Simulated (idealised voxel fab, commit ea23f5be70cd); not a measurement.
Process module under the name voxel gate over fins
The width of the displayed cross-section, cut, is 295 nm; its cells are square, with a size of 5 nm.
Cross-sections here: square-cell grids, written as top-down lists of bands, a band being one or more rows of cells. Basically the band line says how high the top is and how high the bottom is, in nm, and then what's in it from left to right, every material with its width in nm. Empty space shows up as "blank", and if a single material carries "full width" it runs the full band edge to edge. Heights are measured from 0, the level below which the as-received wafer is all one material; the lowest band has no bottom and continues downward, written as in "0..down". When a width is written as two numbers, as in "30 to 40", the first number is the width in the top row of cells of the band and the second is the width in its bottom row, and the width changes by the same amount from each row to the next. "nothing altered" after a step means that no cell of the cross-section changed. Entry "Enclosed internal cavities". Content: empty spaces with no open connection to the top, size 8 cells or greater. Each: width x height at distance. Distance: from left edge. Unit: nm. Text after the settings on a step's line: the simulator's own remark on that step. "overlay nm" denotes, for a step that has a mask, the displacement of the mask to the right of its planned place, with negative values corresponding to the left.
So here's the lineup of process steps we planned:
1. RECEIVE | material Si
2. CONFORMAL_DEP | material SiN | thk nm 10
3. DIRECTIONAL_DEP | material aC | thk nm 15
4. PATTERN | tone cover | mask id FINS | material resist | width nm 15 | pitch nm 60 | thk nm 30 | overlay nm 0
5. DIRECTIONAL_ETCH | etch materials aC | depth nm 15
6. STRIP | etch materials resist
7. DIRECTIONAL_ETCH | etch materials SiN | depth nm 10
8. DIRECTIONAL_ETCH | etch materials Si | depth nm 35
9. STRIP | etch materials aC
10. FILL_DEP | material SiO2 | thk nm 15
11. CMP | height nm 10
12. DIRECTIONAL_DEP | material aC | thk nm 15
13. PATTERN | tone open | mask id RAIL | material resist | width nm 15 | thk nm 30 | overlay nm 0
14. DIRECTIONAL_ETCH | etch materials aC | depth nm 15
15. STRIP | etch materials resist
16. DIRECTIONAL_ETCH | etch materials SiO2 | depth nm 40
17. STRIP | etch materials aC
18. CONFORMAL_DEP | material TiN | thk nm 5
19. FILL_DEP | material W | thk nm 10
20. CMP | height nm 10
21. SELECTIVE_ETCH | etch materials W Ru TiN | depth nm 25
22. FILL_DEP | material SiO2 | thk nm 5
23. CMP | height nm 10
24. SELECTIVE_ETCH | etch materials SiO2 | depth nm 20
25. STRIP | etch materials SiN
26. CONFORMAL_DEP | material HfO2 | thk nm 5
27. CONFORMAL_DEP | material TiN | thk nm 5
28. CONFORMAL_DEP | material TiAl | thk nm 5
29. CONFORMAL_DEP | material TiN | thk nm 5
30. FILL_DEP | material W | thk nm 10
31. CMP | height nm 25
32. CONFORMAL_DEP | material SiCN | thk nm 5
first wafer, as planned:
As received (post step 1): cross-section:
> 0..down = Si full width
> Enclosed internal cavities: none
Step 2 done - wafer cross-section:
> 10..0 = SiN full width
> Nothing below the height 0 has changed.
Step 3 done - wafer cross-section:
> 25..10 = aC full width
> Nothing below the height 10 has changed.
Step 4 done - wafer cross-section:
> 55..25 = 110 blank / 15 resist / 45 blank / 15 resist / 110 blank
> Nothing below the height 25 has changed.
Step 5 done - wafer cross-section:
> 40..25 = 110 blank / 15 resist / 45 blank / 15 resist / 110 blank
> 25..10 = 110 blank / 15 aC / 45 blank / 15 aC / 110 blank
> Nothing below the height 10 has changed.
Step 6 done - wafer cross-section:
> 25..10 = 110 blank / 15 aC / 45 blank / 15 aC / 110 blank
> Nothing below the height 10 has changed.
Step 7 done - wafer cross-section:
> 25..10 = 110 blank / 15 aC / 45 blank / 15 aC / 110 blank
> 10..0 = 110 blank / 15 SiN / 45 blank / 15 SiN / 110 blank
> Nothing below the height 0 has changed.
Step 8 done - wafer cross-section:
> 25..10 = 110 blank / 15 aC / 45 blank / 15 aC / 110 blank
> 10..0 = 110 blank / 15 SiN / 45 blank / 15 SiN / 110 blank
> 0..-35 = 110 blank / 15 Si / 45 blank / 15 Si / 110 blank
> Nothing below the height -35 has changed.
Step 9 done - wafer cross-section:
> 10..0 = 110 blank / 15 SiN / 45 blank / 15 SiN / 110 blank
> Nothing below the height 0 has changed.
Step 10 done - wafer cross-section:
> 25..10 = SiO2 full width
> 10..0 = 110 SiO2 / 15 SiN / 45 SiO2 / 15 SiN / 110 SiO2
> 0..-35 = 110 SiO2 / 15 Si / 45 SiO2 / 15 Si / 110 SiO2
> Nothing below the height -35 has changed.
Step 11 done - wafer cross-section:
> 10..0 = 110 SiO2 / 15 SiN / 45 SiO2 / 15 SiN / 110 SiO2
> Nothing below the height 0 has changed.
Step 12 done - wafer cross-section:
> 25..10 = aC full width
> Nothing below the height 10 has changed.
Step 13 done - wafer cross-section:
> 55..25 = 140 resist / 15 blank / 140 resist
> Nothing below the height 25 has changed.
Step 14 done - wafer cross-section:
> 40..25 = 140 resist / 15 blank / 140 resist
> 25..10 = 140 aC / 15 blank / 140 aC
> Nothing below the height 10 has changed.
Step 15 done - wafer cross-section:
> 25..10 = 140 aC / 15 blank / 140 aC
> Nothing below the height 10 has changed.
Step 16 done - wafer cross-section:
> 25..10 = 140 aC / 15 blank / 140 aC
> 10..0 = 110 SiO2 / 15 SiN / 15 SiO2 / 15 blank / 15 SiO2 / 15 SiN / 110 SiO2
> 0..-30 = 110 SiO2 / 15 Si / 15 SiO2 / 15 blank / 15 SiO2 / 15 Si / 110 SiO2
> Nothing below the height -30 has changed.
Step 17 done - wafer cross-section:
> 10..0 = 110 SiO2 / 15 SiN / 15 SiO2 / 15 blank / 15 SiO2 / 15 SiN / 110 SiO2
> Nothing below the height 0 has changed.
Step 18 done - wafer cross-section:
> 15..10 = 145 TiN / 5 blank / 145 TiN
> 10..0 = 110 SiO2 / 15 SiN / 15 SiO2 / 5 TiN / 5 blank / 5 TiN / 15 SiO2 / 15 SiN / 110 SiO2
> 0..-25 = 110 SiO2 / 15 Si / 15 SiO2 / 5 TiN / 5 blank / 5 TiN / 15 SiO2 / 15 Si / 110 SiO2
> -25..-30 = 110 SiO2 / 15 Si / 15 SiO2 / 15 TiN / 15 SiO2 / 15 Si / 110 SiO2
> Nothing below the height -30 has changed.
Step 19 done - wafer cross-section:
> 25..15 = W full width
> 15..10 = 145 TiN / 5 W / 145 TiN
> 10..0 = 110 SiO2 / 15 SiN / 15 SiO2 / 5 TiN / 5 W / 5 TiN / 15 SiO2 / 15 SiN / 110 SiO2
> 0..-25 = 110 SiO2 / 15 Si / 15 SiO2 / 5 TiN / 5 W / 5 TiN / 15 SiO2 / 15 Si / 110 SiO2
> Nothing below the height -25 has changed.
Step 20 done - wafer cross-section:
> 10..0 = 110 SiO2 / 15 SiN / 15 SiO2 / 5 TiN / 5 W / 5 TiN / 15 SiO2 / 15 SiN / 110 SiO2
> Nothing below the height 0 has changed.
Step 21 done - wafer cross-section:
> 10..0 = 110 SiO2 / 15 SiN / 15 SiO2 / 15 blank / 15 SiO2 / 15 SiN / 110 SiO2
> 0..-15 = 110 SiO2 / 15 Si / 15 SiO2 / 15 blank / 15 SiO2 / 15 Si / 110 SiO2
> Nothing below the height -15 has changed.
Step 22 done - wafer cross-section:
> 15..10 = SiO2 full width
> 10..0 = 110 SiO2 / 15 SiN / 45 SiO2 / 15 SiN / 110 SiO2
> 0..-15 = 110 SiO2 / 15 Si / 45 SiO2 / 15 Si / 110 SiO2
> Nothing below the height -15 has changed.
Step 23 done - wafer cross-section:
> 10..0 = 110 SiO2 / 15 SiN / 45 SiO2 / 15 SiN / 110 SiO2
> Nothing below the height 0 has changed.
Step 24 done - wafer cross-section:
> 10..0 = 110 blank / 15 SiN / 45 blank / 15 SiN / 110 blank
> 0..-10 = 110 blank / 15 Si / 45 blank / 15 Si / 110 blank
> Nothing below the height -10 has changed.
Step 25 done - wafer cross-section:
> 0..-10 = 110 blank / 15 Si / 45 blank / 15 Si / 110 blank
> Nothing below the height -10 has changed.
Step 26 done - wafer cross-section:
> 5..0 = 105 blank / 25 HfO2 / 35 blank / 25 HfO2 / 105 blank
> 0..-5 = 105 blank / 5 HfO2 / 15 Si / 5 HfO2 / 35 blank / 5 HfO2 / 15 Si / 5 HfO2 / 105 blank
> -5..-10 = 110 HfO2 / 15 Si / 45 HfO2 / 15 Si / 110 HfO2
> Nothing below the height -10 has changed.
Step 27 done - wafer cross-section:
> 10..5 = 100 blank / 35 TiN / 25 blank / 35 TiN / 100 blank
> 5..0 = 100 blank / 5 TiN / 25 HfO2 / 5 TiN / 25 blank / 5 TiN / 25 HfO2 / 5 TiN / 100 blank
> 0..-5 = 105 TiN / 5 HfO2 / 15 Si / 5 HfO2 / 35 TiN / 5 HfO2 / 15 Si / 5 HfO2 / 105 TiN
> Nothing below the height -5 has changed.
Step 28 done - wafer cross-section:
> 15..10 = 95 blank / 45 TiAl / 15 blank / 45 TiAl / 95 blank
> 10..5 = 95 blank / 5 TiAl / 35 TiN / 5 TiAl / 15 blank / 5 TiAl / 35 TiN / 5 TiAl / 95 blank
> 5..0 = 100 TiAl / 5 TiN / 25 HfO2 / 5 TiN / 25 TiAl / 5 TiN / 25 HfO2 / 5 TiN / 100 TiAl
> Nothing below the height 0 has changed.
Step 29 done - wafer cross-section:
> 20..15 = 90 blank / 55 TiN / 5 blank / 55 TiN / 90 blank
> 15..10 = 90 blank / 5 TiN / 45 TiAl / 5 TiN / 5 blank / 5 TiN / 45 TiAl / 5 TiN / 90 blank
> 10..5 = 95 TiN / 5 TiAl / 35 TiN / 5 TiAl / 15 TiN / 5 TiAl / 35 TiN / 5 TiAl / 95 TiN
> Nothing below the height 5 has changed.
Step 30 done - wafer cross-section:
> 30..20 = W full width
> 20..15 = 90 W / 55 TiN / 5 W / 55 TiN / 90 W
> 15..10 = 90 W / 5 TiN / 45 TiAl / 5 TiN / 5 W / 5 TiN / 45 TiAl / 5 TiN / 90 W
> Nothing below the height 10 has changed.
Step 31 done - wafer cross-section:
> 25..20 = W full width
> Nothing below the height 20 has changed.
Step 32 done - wafer cross-section:
> 30..25 = SiCN full width
> Nothing below the height 25 has changed.
The second wafer: identical to the first at the outset and in its planned sequence, differing only in that one mistake was made during processing; up to and including step 19, its path is the first wafer's path:
Here is the second wafer in cross-section at the point where step 20 of the plan should have been done: nothing altered
Here is the second wafer in cross-section at the point where step 21 of the plan should have been done:
> 10..0 = 110 SiO2 / 15 SiN / 15 SiO2 / 15 blank / 15 SiO2 / 15 SiN / 110 SiO2
> Nothing below the height 0 has changed.
Here is the second wafer in cross-section at the point where step 22 of the plan should have been done:
> 15..10 = SiO2 full width
> 10..0 = 110 SiO2 / 15 SiN / 45 SiO2 / 15 SiN / 110 SiO2
> Nothing below the height 0 has changed.
Here is the second wafer in cross-section at the point where step 23 of the plan should have been done:
> 10..0 = 110 SiO2 / 15 SiN / 45 SiO2 / 15 SiN / 110 SiO2
> Nothing below the height 0 has changed.
Here is the second wafer in cross-section at the point where step 24 of the plan should have been done:
> 10..0 = 110 blank / 15 SiN / 45 blank / 15 SiN / 110 blank
> 0..-10 = 110 blank / 15 Si / 15 blank / 5 TiN / 5 W / 5 TiN / 15 blank / 15 Si / 110 blank
> Nothing below the height -10 has changed.
Here is the second wafer in cross-section at the point where step 25 of the plan should have been done:
> 0..-10 = 110 blank / 15 Si / 15 blank / 5 TiN / 5 W / 5 TiN / 15 blank / 15 Si / 110 blank
> Nothing below the height -10 has changed.
Here is the second wafer in cross-section at the point where step 26 of the plan should have been done:
> 5..0 = 105 blank / 25 HfO2 / 5 blank / 25 HfO2 / 5 blank / 25 HfO2 / 105 blank
> 0..-5 = 105 blank / 5 HfO2 / 15 Si / 5 HfO2 / 5 blank / 5 HfO2 / 5 TiN / 5 W / 5 TiN / 5 HfO2 / 5 blank / 5 HfO2 / 15 Si / 5 HfO2 / 105 blank
> -5..-10 = 110 HfO2 / 15 Si / 15 HfO2 / 5 TiN / 5 W / 5 TiN / 15 HfO2 / 15 Si / 110 HfO2
> Nothing below the height -10 has changed.
Here is the second wafer in cross-section at the point where step 27 of the plan should have been done:
> 10..5 = 100 blank / 95 TiN / 100 blank
> 5..0 = 100 blank / 5 TiN / 25 HfO2 / 5 TiN / 25 HfO2 / 5 TiN / 25 HfO2 / 5 TiN / 100 blank
> 0..-5 = 105 TiN / 5 HfO2 / 15 Si / 5 HfO2 / 5 TiN / 5 HfO2 / 5 TiN / 5 W / 5 TiN / 5 HfO2 / 5 TiN / 5 HfO2 / 15 Si / 5 HfO2 / 105 TiN
> Nothing below the height -5 has changed.
Here is the second wafer in cross-section at the point where step 28 of the plan should have been done:
> 15..10 = 95 blank / 105 TiAl / 95 blank
> 10..5 = 95 blank / 5 TiAl / 95 TiN / 5 TiAl / 95 blank
> 5..0 = 100 TiAl / 5 TiN / 25 HfO2 / 5 TiN / 25 HfO2 / 5 TiN / 25 HfO2 / 5 TiN / 100 TiAl
> Nothing below the height 0 has changed.
Here is the second wafer in cross-section at the point where step 29 of the plan should have been done:
> 20..15 = 90 blank / 115 TiN / 90 blank
> 15..10 = 90 blank / 5 TiN / 105 TiAl / 5 TiN / 90 blank
> 10..5 = 95 TiN / 5 TiAl / 95 TiN / 5 TiAl / 95 TiN
> Nothing below the height 5 has changed.
Here is the second wafer in cross-section at the point where step 30 of the plan should have been done:
> 30..20 = W full width
> 20..15 = 90 W / 115 TiN / 90 W
> 15..10 = 90 W / 5 TiN / 105 TiAl / 5 TiN / 90 W
> Nothing below the height 10 has changed.
Here is the second wafer in cross-section at the point where step 31 of the plan should have been done:
> 25..20 = W full width
> Nothing below the height 20 has changed.
Here is the second wafer in cross-section at the point where step 32 of the plan should have been done:
> 30..25 = SiCN full width
> Nothing below the height 25 has changed.
Nonconformance to the process plan: plan step 20 was not performed, having been skipped
Looking at both finished wafers in cells, the second ends up ahead of or behind the first on some materials: +4 HfO2, -3 SiO2, -4 TiAl, +2 TiN, +1 W
